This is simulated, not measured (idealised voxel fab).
The following process module bears the name voxel transistor to metal.
cross-section cut | 150 nm wide | cells 5 nm
A cross-section is written here as square cells arranged in a grid, and it is given in bands from the top down, each band taking up one or more rows of cells.
Each band's line starts with the height of the band's top and of its bottom, in nm. Then come its materials from left to right, each with its width in nm. One material with "everywhere" fills the band from edge to edge. "empty" is empty space.
Heights from 0 (as-received wafer is one material below). Bottom band endless downward, as "0 nm and below".
A width given as "30..40" starts at the first number in the band's top row and ends at the second number in its bottom row, shifting by an equal amount at every step from row to row.
Step note "changes: none" = no cross-section cell changed.
Any empty space of 8 cells or more lacking an open way to the top shows up in "Sealed void listing" as width x height at distance, distance from the left edge, in nm.
That trailing text on a step's line, after the settings, is the simulator's own remark on the step.
A step's line can hold "overlay nm"; with a mask on that step, the setting says how far right of the planned place the mask lay, while a negative setting says it lay to the left.
These are the steps we planned for the process
1: RECEIVE, material Si
2: OXIDIZE, depth nm 5
3: CONFORMAL_DEP, material SiN, thk nm 10
4: MASKED_ETCH, tone cover, mask id ACTIVE, width nm 105, etch materials SiN, depth nm 10, overlay nm 0
5: MASKED_ETCH, tone cover, mask id ACTIVE, width nm 105, etch materials SiO2, depth nm 5, overlay nm 0
6: MASKED_ETCH, tone cover, mask id ACTIVE, width nm 105, etch materials Si, depth nm 25, overlay nm 0
7: FILL_DEP, material SiO2, thk nm 15
8: CMP, height nm 10
9: SELECTIVE_ETCH, etch materials SiO2, depth nm 10
10: STRIP, etch materials SiN
11: SELECTIVE_ETCH, etch materials SiO2, depth nm 5
12: OXIDIZE, depth nm 5
13: DIRECTIONAL_DEP, material polySi, thk nm 20
14: DIRECTIONAL_DEP, material SiCN, thk nm 10
15: PATTERN, tone cover, mask id GATE, material resist, width nm 15, thk nm 15, overlay nm 0
16: DIRECTIONAL_ETCH, etch materials SiCN, depth nm 20
17: DIRECTIONAL_ETCH, etch materials polySi, depth nm 30
18: STRIP, etch materials resist
19: CONFORMAL_DEP, material SiO2, thk nm 5
20: DIRECTIONAL_ETCH, etch materials SiO2, depth nm 5
21: CONFORMAL_DEP, material SiN, thk nm 10
22: DIRECTIONAL_ETCH, etch materials SiN, depth nm 10
23: DIRECTIONAL_ETCH, etch materials SiO2, depth nm 5
24: DIRECTIONAL_ETCH, etch materials Si, depth nm 5
25: EPI, material SiGe, thk nm 5
26: FILL_DEP, material SiO2, thk nm 5
27: CMP, height nm 25
28: DIRECTIONAL_DEP, material SiO2, thk nm 10
29: DIRECTIONAL_DEP, material aC, thk nm 15
30: PATTERN, tone open, mask id CONTACT, material resist, width nm 30, pitch nm 55, thk nm 35, overlay nm 0
31: DIRECTIONAL_ETCH, etch materials aC, depth nm 15
32: STRIP, etch materials resist
33: DIRECTIONAL_ETCH, etch materials SiO2, depth nm 45
34: STRIP, etch materials aC
35: CONFORMAL_DEP, material TiN, thk nm 5
36: FILL_DEP, material W, thk nm 5
37: CMP, height nm 35
38: DIRECTIONAL_DEP, material TiN, thk nm 5
39: DIRECTIONAL_DEP, material Ru, thk nm 15
40: PATTERN, tone cover, mask id METAL_1, material resist, width nm 15, pitch nm 70, thk nm 20, overlay nm 0
41: DIRECTIONAL_ETCH, etch materials Ru, depth nm 15
42: DIRECTIONAL_ETCH, etch materials TiN, depth nm 5
43: STRIP, etch materials resist
44: CONFORMAL_DEP, material SiCN, thk nm 5
45: FILL_DEP, material lowk, thk nm 10
46: CMP, height nm 55
47: CONFORMAL_DEP, material SiCN, thk nm 5
48: DIRECTIONAL_DEP, material SiO2, thk nm 35
49: PATTERN, tone open, mask id METAL_2, material resist, width nm 15, pitch nm 70, thk nm 20, overlay nm 0
50: DIRECTIONAL_ETCH, etch materials SiO2, depth nm 20
51: STRIP, etch materials resist
52: DIRECTIONAL_DEP, material aC, thk nm 10
53: PATTERN, tone open, mask id METAL_2_HOLES, material resist, width nm 15, pitch nm 70, thk nm 30, overlay nm 0
54: DIRECTIONAL_ETCH, etch materials aC, depth nm 10
55: STRIP, etch materials resist
56: DIRECTIONAL_ETCH, etch materials SiO2, depth nm 15
57: DIRECTIONAL_ETCH, etch materials SiCN, depth nm 5
58: STRIP, etch materials aC
59: CONFORMAL_DEP, material TiN, thk nm 5
60: FILL_DEP, material Cu, thk nm 5
61: CMP, height nm 95
62: CONFORMAL_DEP, material SiCN, thk nm 5
Incoming wafer, cross-sectional view, post step 1
0 nm and below = Si everywhere
Sealed void listing: none
Here's the wafer cut in cross-section after the module, started and planned just like above, except one thing was done wrong in the run
100 nm to 95 nm = SiCN everywhere
95 nm to 60 nm = SiO2 30 nm; TiN 5 nm; Cu 5 nm; TiN 5 nm; SiO2 55 nm; TiN 5 nm; Cu 5 nm; TiN 5 nm; SiO2 35 nm
60 nm to 55 nm = SiCN 30 nm; TiN 15 nm; SiCN 55 nm; TiN 15 nm; SiCN 35 nm
55 nm to 45 nm = lowk 25 nm; SiCN 5 nm; Ru 15 nm; SiCN 5 nm; lowk 45 nm; SiCN 5 nm; Ru 15 nm; SiCN 5 nm; lowk 30 nm
45 nm to 40 nm = SiCN 30 nm; Ru 15 nm; SiCN 55 nm; Ru 15 nm; SiCN 35 nm
40 nm to 35 nm = SiCN everywhere
35 nm to 25 nm = SiO2 30 nm; TiN 5 nm; W 20..10 nm; TiN 5..15 nm; SiO2 25 nm; TiN 5..15 nm; W 20..10 nm; TiN 5 nm; SiO2 35 nm
25 nm to 15 nm = SiO2 30 nm; TiN 5 nm; W 10 nm; TiN 5 nm; SiN 10 nm; SiO2 5 nm; SiCN 15 nm; SiO2 5 nm; SiN 10 nm; TiN 5 nm; W 10 nm; TiN 5 nm; SiO2 35 nm
15 nm to 0 nm = SiO2 30 nm; TiN 5 nm; W 10 nm; TiN 5 nm; SiN 10 nm; SiO2 5 nm; polySi 15 nm; SiO2 5 nm; SiN 10 nm; TiN 5 nm; W 10 nm; TiN 5 nm; SiO2 35 nm
0 nm to -5 nm = SiO2 30 nm; TiN 5 nm; W 5 nm; TiN 10 nm; SiN 10 nm; SiO2 5 nm; polySi 15 nm; SiO2 5 nm; SiN 10 nm; TiN 10 nm; W 5 nm; TiN 5 nm; SiO2 35 nm
-5 nm to -10 nm = SiO2 30 nm; TiN 15 nm; SiGe 5 nm; SiO2 45 nm; SiGe 5 nm; TiN 15 nm; SiO2 35 nm
-10 nm to -15 nm = SiO2 20 nm; SiGe 30 nm; Si 45 nm; SiGe 30 nm; SiO2 25 nm
-15 nm to -30 nm = SiO2 20 nm; Si 105 nm; SiO2 25 nm
-30 nm and below = Si everywhere
Sealed void listing: none
Where did the run depart from the plan? step 38 ran as: DIRECTIONAL_DEP, material SiCN, thk nm 5
